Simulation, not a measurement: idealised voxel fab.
process module | voxel self aligned contacts
The width of the displayed cross-section, cut, is 210 nm; its cells are square, with a size of 5 nm.
Bands, listed from the top down, are how a cross-section gets written in this document; the cross-section itself is a grid of square cells, and a band is one or more rows of them.
Heights first: top, then bottom, in nm. Then materials, left to right, each with a width in nm. "full width" on a single material: fills the band edge to edge. "air": empty space.
We count height from 0. Below that, the starting wafer is all one material. The lowest band never ends at the bottom but goes on down; see "0 nm and below" for how that is written.
Read "30..40" as a graded width: first number on top, second number at the bottom, same change between each pair of neighbouring rows.
No cell of the cross-section changed in a step that is given as "remains unaltered".
Closed empty spaces (no open way to the top) of 8 cells or more are what "Enclosed empty spaces" lists, each as width x height at distance from the left edge, nm for all three.
Whatever follows a step's settings on its line is a remark the simulator itself makes about that step.
overlay nm: on a step with a mask, how far right of its planned place the mask lay; negative means left.
Listed below are the process steps as planned
- 1: RECEIVE: material Si
- 2: OXIDIZE: depth nm 5
- 3: DIRECTIONAL_DEP: material polySi, thk nm 30
- 4: DIRECTIONAL_DEP: material SiN, thk nm 20
- 5: MASKED_ETCH: tone cover, mask id GATE, width nm 25, pitch nm 60, etch materials SiN, depth nm 20, overlay nm 0
- 6: MASKED_ETCH: tone cover, mask id GATE, width nm 25, pitch nm 60, etch materials polySi, depth nm 30, overlay nm 0
- 7: CONFORMAL_DEP: material SiN, thk nm 10
- 8: DIRECTIONAL_ETCH: etch materials SiN, depth nm 10
- 9: FILL_DEP: material SiO2, thk nm 15
- 10: CMP: height nm 60
- 11: MASKED_ETCH: tone open, mask id CONTACT, width nm 45, etch materials SiO2, depth nm 65, overlay nm 0
- 12: CONFORMAL_DEP: material TiN, thk nm 5
- 13: FILL_DEP: material W, thk nm 10
- 14: CMP: height nm 60
- 15: CONFORMAL_DEP: material SiN, thk nm 5
The first of two wafers, run as planned
Cross-section of the wafer as it came to us, i.e., already through step 1
> 0 nm and below | Si full width
> Enclosed empty spaces: none
Step 2 done - wafer cross-section
> 0 nm to -5 nm | SiO2 full width
> Everything under -5 stays put, no change at all.
Step 3 done - wafer cross-section
> 30 nm to 0 nm | polySi full width
> Everything under 0 stays put, no change at all.
Step 4 done - wafer cross-section
> 50 nm to 30 nm | SiN full width
> Everything under 30 stays put, no change at all.
Step 5 done - wafer cross-section
> 50 nm to 30 nm | 60 nm air, 25 nm SiN, 35 nm air, 25 nm SiN, 65 nm air
> Everything under 30 stays put, no change at all.
Step 6 done - wafer cross-section
> 50 nm to 30 nm | 60 nm air, 25 nm SiN, 35 nm air, 25 nm SiN, 65 nm air
> 30 nm to 0 nm | 60 nm air, 25 nm polySi, 35 nm air, 25 nm polySi, 65 nm air
> Everything under 0 stays put, no change at all.
Step 7 done - wafer cross-section
> 60 nm to 30 nm | 50 nm air, 45 nm SiN, 15 nm air, 45 nm SiN, 55 nm air
> 30 nm to 10 nm | 50 nm air, 10 nm SiN, 25 nm polySi, 10 nm SiN, 15 nm air, 10 nm SiN, 25 nm polySi, 10 nm SiN, 55 nm air
> 10 nm to 0 nm | 60 nm SiN, 25 nm polySi, 35 nm SiN, 25 nm polySi, 65 nm SiN
> Everything under 0 stays put, no change at all.
Step 8 done - wafer cross-section
> 50 nm to 30 nm | 50 nm air, 45 nm SiN, 15 nm air, 45 nm SiN, 55 nm air
> 30 nm to 0 nm | 50 nm air, 10 nm SiN, 25 nm polySi, 10 nm SiN, 15 nm air, 10 nm SiN, 25 nm polySi, 10 nm SiN, 55 nm air
> Everything under 0 stays put, no change at all.
Step 9 done - wafer cross-section
> 65 nm to 50 nm | SiO2 full width
> 50 nm to 30 nm | 50 nm SiO2, 45 nm SiN, 15 nm SiO2, 45 nm SiN, 55 nm SiO2
> 30 nm to 0 nm | 50 nm SiO2, 10 nm SiN, 25 nm polySi, 10 nm SiN, 15 nm SiO2, 10 nm SiN, 25 nm polySi, 10 nm SiN, 55 nm SiO2
> Everything under 0 stays put, no change at all.
Step 10 done - wafer cross-section
> 60 nm to 50 nm | SiO2 full width
> Everything under 50 stays put, no change at all.
Step 11 done - wafer cross-section
> 60 nm to 50 nm | 80 nm SiO2, 45 nm air, 85 nm SiO2
> 50 nm to 30 nm | 50 nm SiO2, 45 nm SiN, 15 nm air, 45 nm SiN, 55 nm SiO2
> 30 nm to 0 nm | 50 nm SiO2, 10 nm SiN, 25 nm polySi, 10 nm SiN, 15 nm air, 10 nm SiN, 25 nm polySi, 10 nm SiN, 55 nm SiO2
> 0 nm to -5 nm | 95 nm SiO2, 15 nm air, 100 nm SiO2
> Everything under -5 stays put, no change at all.
Step 12 done - wafer cross-section
> 65 nm to 60 nm | 85 nm TiN, 35 nm air, 90 nm TiN
> 60 nm to 50 nm | 80 nm SiO2, 5..20 nm TiN, 35..5 nm air, 5..20 nm TiN, 85 nm SiO2
> 50 nm to 30 nm | 50 nm SiO2, 45 nm SiN, 5 nm TiN, 5 nm air, 5 nm TiN, 45 nm SiN, 55 nm SiO2
> 30 nm to 0 nm | 50 nm SiO2, 10 nm SiN, 25 nm polySi, 10 nm SiN, 5 nm TiN, 5 nm air, 5 nm TiN, 10 nm SiN, 25 nm polySi, 10 nm SiN, 55 nm SiO2
> 0 nm to -5 nm | 95 nm SiO2, 15 nm TiN, 100 nm SiO2
> Everything under -5 stays put, no change at all.
Step 13 done - wafer cross-section
> 75 nm to 65 nm | W full width
> 65 nm to 60 nm | 85 nm TiN, 35 nm W, 90 nm TiN
> 60 nm to 50 nm | 80 nm SiO2, 5..20 nm TiN, 35..5 nm W, 5..20 nm TiN, 85 nm SiO2
> 50 nm to 30 nm | 50 nm SiO2, 45 nm SiN, 5 nm TiN, 5 nm W, 5 nm TiN, 45 nm SiN, 55 nm SiO2
> 30 nm to 0 nm | 50 nm SiO2, 10 nm SiN, 25 nm polySi, 10 nm SiN, 5 nm TiN, 5 nm W, 5 nm TiN, 10 nm SiN, 25 nm polySi, 10 nm SiN, 55 nm SiO2
> Everything under 0 stays put, no change at all.
Step 14 done - wafer cross-section
> 60 nm to 50 nm | 80 nm SiO2, 5..20 nm TiN, 35..5 nm W, 5..20 nm TiN, 85 nm SiO2
> Everything under 50 stays put, no change at all.
Step 15 done - wafer cross-section
> 65 nm to 60 nm | SiN full width
> Everything under 60 stays put, no change at all.
Wafer two of two - same starting point, same process plan, one mistake in execution; matches wafer one up to and including step 2
Second wafer, section view, time point: scheduled end of step 3
> 20 nm to 0 nm | SiN full width
> Everything under 0 stays put, no change at all.
Second wafer, section view, time point: scheduled end of step 4
> 50 nm to 20 nm | polySi full width
> Everything under 20 stays put, no change at all.
Second wafer, section view, time point: scheduled end of step 5: remains unaltered
Second wafer, section view, time point: scheduled end of step 6
> 50 nm to 20 nm | 60 nm air, 25 nm polySi, 35 nm air, 25 nm polySi, 65 nm air
> Everything under 20 stays put, no change at all.
Second wafer, section view, time point: scheduled end of step 7
> 60 nm to 50 nm | 50 nm air, 45 nm SiN, 15 nm air, 45 nm SiN, 55 nm air
> 50 nm to 30 nm | 50 nm air, 10 nm SiN, 25 nm polySi, 10 nm SiN, 15 nm air, 10 nm SiN, 25 nm polySi, 10 nm SiN, 55 nm air
> 30 nm to 20 nm | 60 nm SiN, 25 nm polySi, 35 nm SiN, 25 nm polySi, 65 nm SiN
> Everything under 20 stays put, no change at all.
Second wafer, section view, time point: scheduled end of step 8
> 50 nm to 20 nm | 50 nm air, 10 nm SiN, 25 nm polySi, 10 nm SiN, 15 nm air, 10 nm SiN, 25 nm polySi, 10 nm SiN, 55 nm air
> Everything under 20 stays put, no change at all.
Second wafer, section view, time point: scheduled end of step 9
> 65 nm to 50 nm | SiO2 full width
> 50 nm to 20 nm | 50 nm SiO2, 10 nm SiN, 25 nm polySi, 10 nm SiN, 15 nm SiO2, 10 nm SiN, 25 nm polySi, 10 nm SiN, 55 nm SiO2
> Everything under 20 stays put, no change at all.
Second wafer, section view, time point: scheduled end of step 10
> 60 nm to 50 nm | SiO2 full width
> Everything under 50 stays put, no change at all.
Second wafer, section view, time point: scheduled end of step 11
> 60 nm to 50 nm | 80 nm SiO2, 45 nm air, 85 nm SiO2
> 50 nm to 20 nm | 50 nm SiO2, 10 nm SiN, 25 nm polySi, 10 nm SiN, 15 nm air, 10 nm SiN, 25 nm polySi, 10 nm SiN, 55 nm SiO2
> Everything under 20 stays put, no change at all.
Second wafer, section view, time point: scheduled end of step 12
> 65 nm to 60 nm | 85 nm TiN, 35 nm air, 90 nm TiN
> 60 nm to 50 nm | 80 nm SiO2, 5..20 nm TiN, 35..5 nm air, 5..20 nm TiN, 85 nm SiO2
> 50 nm to 25 nm | 50 nm SiO2, 10 nm SiN, 25 nm polySi, 10 nm SiN, 5 nm TiN, 5 nm air, 5 nm TiN, 10 nm SiN, 25 nm polySi, 10 nm SiN, 55 nm SiO2
> 25 nm to 20 nm | 50 nm SiO2, 10 nm SiN, 25 nm polySi, 10 nm SiN, 15 nm TiN, 10 nm SiN, 25 nm polySi, 10 nm SiN, 55 nm SiO2
> Everything under 20 stays put, no change at all.
Second wafer, section view, time point: scheduled end of step 13
> 75 nm to 65 nm | W full width
> 65 nm to 60 nm | 85 nm TiN, 35 nm W, 90 nm TiN
> 60 nm to 50 nm | 80 nm SiO2, 5..20 nm TiN, 35..5 nm W, 5..20 nm TiN, 85 nm SiO2
> 50 nm to 25 nm | 50 nm SiO2, 10 nm SiN, 25 nm polySi, 10 nm SiN, 5 nm TiN, 5 nm W, 5 nm TiN, 10 nm SiN, 25 nm polySi, 10 nm SiN, 55 nm SiO2
> Everything under 25 stays put, no change at all.
Second wafer, section view, time point: scheduled end of step 14
> 60 nm to 50 nm | 80 nm SiO2, 5..20 nm TiN, 35..5 nm W, 5..20 nm TiN, 85 nm SiO2
> Everything under 50 stays put, no change at all.
Second wafer, section view, time point: scheduled end of step 15
> 65 nm to 60 nm | SiN full width
> Everything under 60 stays put, no change at all.
What broke from the plan during processing? contrary to the plan, steps 3 and 4 were processed in exchanged order
Counted in cells at the end, the second wafer holds more or fewer of these materials than the first: SiN +96, SiO2 -81, TiN -10, W -5
